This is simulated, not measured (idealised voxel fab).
process module | voxel self aligned vias
cross-section cut | 300 nm wide | cells 5 nm
A cross-section is a grid of square cells, given in bands from the top down. A band is one or more rows of cells.
Each band's line starts with the height of the band's top and of its bottom, in nm. Then come its materials from left to right, each with its width in nm. One material with "throughout" fills the band from edge to edge. "air" is empty space.
Height 0 is the level under which the wafer as received is all one material. The lowest band goes on downwards, as in "0 down".
A width such as "30 to 40" changes by the same amount from each row of cells to the next, from the band's top row to its bottom row.
"no change" after a step means that no cell of the cross-section changed.
closed voids: empty space of 8 cells or more with no open way to the top, each as width x height at its distance from the left edge, in nm
after a step's settings: what the simulator itself notes on the step
overlay nm, on a step with a mask: how far to the right of its planned place the mask lay; to the left if negative
plan
1 op RECEIVE | material Si
2 op CONFORMAL_DEP | material SiO2 | thk nm 15
3 op CONFORMAL_DEP | material SiCN | thk nm 5
4 op DIRECTIONAL_DEP | material SiO2 | thk nm 25
5 op MASKED_ETCH | tone open | mask id LINES | width nm 30 | pitch nm 55 | etch materials SiO2 | depth nm 30 | overlay nm 0
6 op CONFORMAL_DEP | material TiN | thk nm 5
7 op FILL_DEP | material Ru | thk nm 10
8 op CMP | height nm 50
9 op SELECTIVE_ETCH | etch materials W Ru TiN | depth nm 10
10 op FILL_DEP | material SiN | thk nm 5
11 op CMP | height nm 50
12 op DIRECTIONAL_DEP | material SiO2 | thk nm 15
13 op PATTERN | tone open | mask id VIAS | material resist | width nm 40 | pitch nm 110 | thk nm 20 | overlay nm 0
14 op DIRECTIONAL_ETCH | etch materials SiO2 | depth nm 15
15 op DIRECTIONAL_ETCH | etch materials SiN | depth nm 10
16 op STRIP | etch materials resist
17 op CONFORMAL_DEP | material TiN | thk nm 5
18 op FILL_DEP | material Cu | thk nm 5
19 op CMP | height nm 65
20 op CONFORMAL_DEP | material SiN | thk nm 5
varied across the wafers: thk nm of step 4. The plan shows the first wafer's value. All wafers start alike
first wafer as received, after step 1
  0 down: Si throughout
  closed voids: none
first wafer at the end, after step 20
  70 to 65: SiN throughout
  65 to 50: SiO2 75 | TiN 5 | Cu 30 | TiN 5 | SiO2 70 | TiN 5 | Cu 30 | TiN 5 | SiO2 75
  50 to 45: SiN 75 | TiN 10 | Cu 20 | TiN 10 | SiN 70 | TiN 10 | Cu 20 | TiN 10 | SiN 75
  45 to 40: SiO2 80 | TiN 30 | SiO2 25 | SiN 30 | SiO2 25 | TiN 30 | SiO2 80
  40 to 25: SiO2 80 | TiN 5 | Ru 20 | TiN 5 | SiO2 25 | TiN 5 | Ru 20 | TiN 5 | SiO2 25 | TiN 5 | Ru 20 | TiN 5 | SiO2 80
  25 to 20: SiO2 80 | TiN 30 | SiO2 25 | TiN 30 | SiO2 25 | TiN 30 | SiO2 80
  20 to 15: SiCN throughout
  15 to 0: SiO2 throughout
  0 down: Si throughout
  closed voids: none
last wafer at the end
  70 to 65: SiN throughout
  65 to 55: SiO2 75 | TiN 5 | Cu 30 | TiN 5 | SiO2 70 | TiN 5 | Cu 30 | TiN 5 | SiO2 75
  55 to 50: SiO2 75 | TiN 10 | Cu 20 | TiN 10 | SiO2 70 | TiN 10 | Cu 20 | TiN 10 | SiO2 75
  50 to 45: SiO2 80 | TiN 5 | Cu 20 | TiN 5 | SiO2 25 | SiN 30 | SiO2 25 | TiN 5 | Cu 20 | TiN 5 | SiO2 80
  45 to 40: SiO2 80 | TiN 30 | SiO2 25 | SiN 30 | SiO2 25 | TiN 30 | SiO2 80
  40 to 35: SiO2 80 | TiN 30 | SiO2 25 | TiN 30 | SiO2 25 | TiN 30 | SiO2 80
  35 to 20: SiO2 throughout
  20 to 15: SiCN throughout
  15 to 0: SiO2 throughout
  0 down: Si throughout
  closed voids: none
each wafer at the end: cells of each material gained (+) or lost (-) since it was received, then its closed voids
thk nm 25 | +44 Cu | +36 Ru | +60 SiCN | +110 SiN | +522 SiO2 | +68 TiN | closed voids: none
thk nm 30 | +40 Cu | +36 Ru | +60 SiCN | +72 SiN | +564 SiO2 | +68 TiN | closed voids: none
thk nm 35 | +40 Cu | +24 Ru | +60 SiCN | +72 SiN | +582 SiO2 | +62 TiN | closed voids: none
thk nm 40 | +40 Cu | +12 Ru | +60 SiCN | +72 SiN | +600 SiO2 | +56 TiN | closed voids: none
thk nm 45 | +40 Cu | +60 SiCN | +72 SiN | +618 SiO2 | +50 TiN | closed voids: none
